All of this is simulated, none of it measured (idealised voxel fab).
Presented below is a process module, voxel transistor to metal.
Section cut is 290 nm wide and gridded with 5 nm square cells.
In this document a cross-section is written as a grid of square cells. It is given as a series of bands, listed from the top down, and a band is one or more rows of cells. The entry gives the band's vertical extent as a top height and a bottom height in nm, then its horizontal make-up as materials from left to right, each with a width in nm. "air" stands for empty space; a single material marked "edge to edge" fills the band edge to edge. Below 0: as-received wafer, all one material; heights counted from there. Lowest band: no bottom, goes on down, written "0 nm and below". The notation "30..40" denotes a width that varies across the rows of cells in the band, beginning at the first number in the top row, finishing at the second number in the bottom row, and changing by an identical amount from each row to the next. It should be understood that the words "nothing was modified", when stated for a given step, signify that the cross-section underwent no change in any of its cells during that step. The entry titled "Enclosed void catalog" provides the empty spaces that have no open way to the top, restricted to those of 8 cells or more. Each is presented as width x height at distance, the distance being measured from the left edge, with all three in nm. Post-settings text on a step line: simulator's own remark regarding the step. overlay nm: mask offset rightward from planned place, masked step; negative means leftward offset.

List of planned process steps
1: RECEIVE with material Si
2: OXIDIZE with depth nm 5
3: CONFORMAL_DEP with material SiN, thk nm 15
4: DIRECTIONAL_DEP with material aC, thk nm 10
5: PATTERN with tone cover, mask id ACTIVE, material resist, width nm 115, pitch nm 145, thk nm 25, overlay nm 0
6: DIRECTIONAL_ETCH with etch materials aC, depth nm 10
7: STRIP with etch materials resist
8: DIRECTIONAL_ETCH with etch materials SiN, depth nm 15
9: DIRECTIONAL_ETCH with etch materials SiO2, depth nm 5
10: DIRECTIONAL_ETCH with etch materials Si, depth nm 35
11: STRIP with etch materials aC
12: FILL_DEP with material SiO2, thk nm 15
13: CMP with height nm 15
14: SELECTIVE_ETCH with etch materials SiO2, depth nm 10
15: STRIP with etch materials SiN
16: SELECTIVE_ETCH with etch materials SiO2, depth nm 5
17: OXIDIZE with depth nm 5
18: DIRECTIONAL_DEP with material polySi, thk nm 20
19: DIRECTIONAL_DEP with material SiCN, thk nm 10
20: DIRECTIONAL_DEP with material aC, thk nm 15
21: PATTERN with tone cover, mask id GATE, material resist, width nm 35, pitch nm 145, thk nm 30, overlay nm 0
22: DIRECTIONAL_ETCH with etch materials aC, depth nm 15
23: STRIP with etch materials resist
24: DIRECTIONAL_ETCH with etch materials SiCN, depth nm 20
25: DIRECTIONAL_ETCH with etch materials polySi, depth nm 30
26: STRIP with etch materials aC
27: CONFORMAL_DEP with material SiO2, thk nm 5
28: DIRECTIONAL_ETCH with etch materials SiO2, depth nm 5
29: CONFORMAL_DEP with material SiN, thk nm 5
30: DIRECTIONAL_ETCH with etch materials SiN, depth nm 5
31: DIRECTIONAL_ETCH with etch materials SiO2, depth nm 5
32: DIRECTIONAL_ETCH with etch materials Si, depth nm 10
33: EPI with material SiGe, thk nm 10
34: FILL_DEP with material SiO2, thk nm 10
35: CMP with height nm 15
36: STRIP with etch materials polySi
37: SELECTIVE_ETCH with etch materials SiO2, depth nm 5
38: CONFORMAL_DEP with material HfO2, thk nm 5
39: CONFORMAL_DEP with material TiN, thk nm 5
40: FILL_DEP with material W, thk nm 5
41: CMP with height nm 10
42: DIRECTIONAL_DEP with material SiO2, thk nm 10
43: PATTERN with tone open, mask id CONTACT, material resist, width nm 20, thk nm 20, overlay nm -5
44: DIRECTIONAL_ETCH with etch materials SiO2, depth nm 30
45: STRIP with etch materials resist
46: CONFORMAL_DEP with material TiN, thk nm 5
47: FILL_DEP with material Ru, thk nm 10
48: CMP with height nm 20
49: DIRECTIONAL_DEP with material TiN, thk nm 5
50: DIRECTIONAL_DEP with material W, thk nm 25
51: PATTERN with tone cover, mask id METAL_1, material resist, width nm 20, thk nm 15, overlay nm 0
52: DIRECTIONAL_ETCH with etch materials W, depth nm 25
53: DIRECTIONAL_ETCH with etch materials TiN, depth nm 5
54: STRIP with etch materials resist
55: FILL_DEP with material lowk, thk nm 10
56: CMP with height nm 50
57: CONFORMAL_DEP with material SiCN, thk nm 5
58: DIRECTIONAL_DEP with material SiO2, thk nm 30
59: MASKED_ETCH with tone open, mask id METAL_2, width nm 20, pitch nm 145, etch materials SiO2, depth nm 15, overlay nm 0
60: MASKED_ETCH with tone open, mask id METAL_2_HOLES, width nm 15, pitch nm 145, etch materials SiO2, depth nm 15, overlay nm 0
61: MASKED_ETCH with tone open, mask id METAL_2_HOLES, width nm 15, pitch nm 145, etch materials SiCN, depth nm 5, overlay nm 0
62: CONFORMAL_DEP with material TiN, thk nm 5
63: FILL_DEP with material Cu, thk nm 10
64: CMP with height nm 85
65: CONFORMAL_DEP with material SiN, thk nm 5
Be aware that, although all wafers share a common starting state, the overlay nm at step 43 differs among them, and the plan displays the first wafer's value.

First wafer of several, as received: cross-section after step 1
  0 nm and below  Si edge to edge
  Enclosed void catalog: none

Each row below is a wafer at the end of the module, listing for every material the number of cells it has gained (+) or lost (-) since it was received, followed by its closed voids
overlay nm -5 | +16 Cu | +30 HfO2 | +24 Ru | -228 Si | +52 SiCN | +72 SiGe | +74 SiN | +534 SiO2 | +118 TiN | +100 W | +252 lowk | Enclosed void catalog: none
overlay nm 0 | +16 Cu | +30 HfO2 | +24 Ru | -228 Si | +52 SiCN | +72 SiGe | +74 SiN | +534 SiO2 | +118 TiN | +100 W | +252 lowk | Enclosed void catalog: none
overlay nm 5 | +16 Cu | +30 HfO2 | +24 Ru | -228 Si | +52 SiCN | +72 SiGe | +74 SiN | +534 SiO2 | +118 TiN | +100 W | +252 lowk | Enclosed void catalog: none
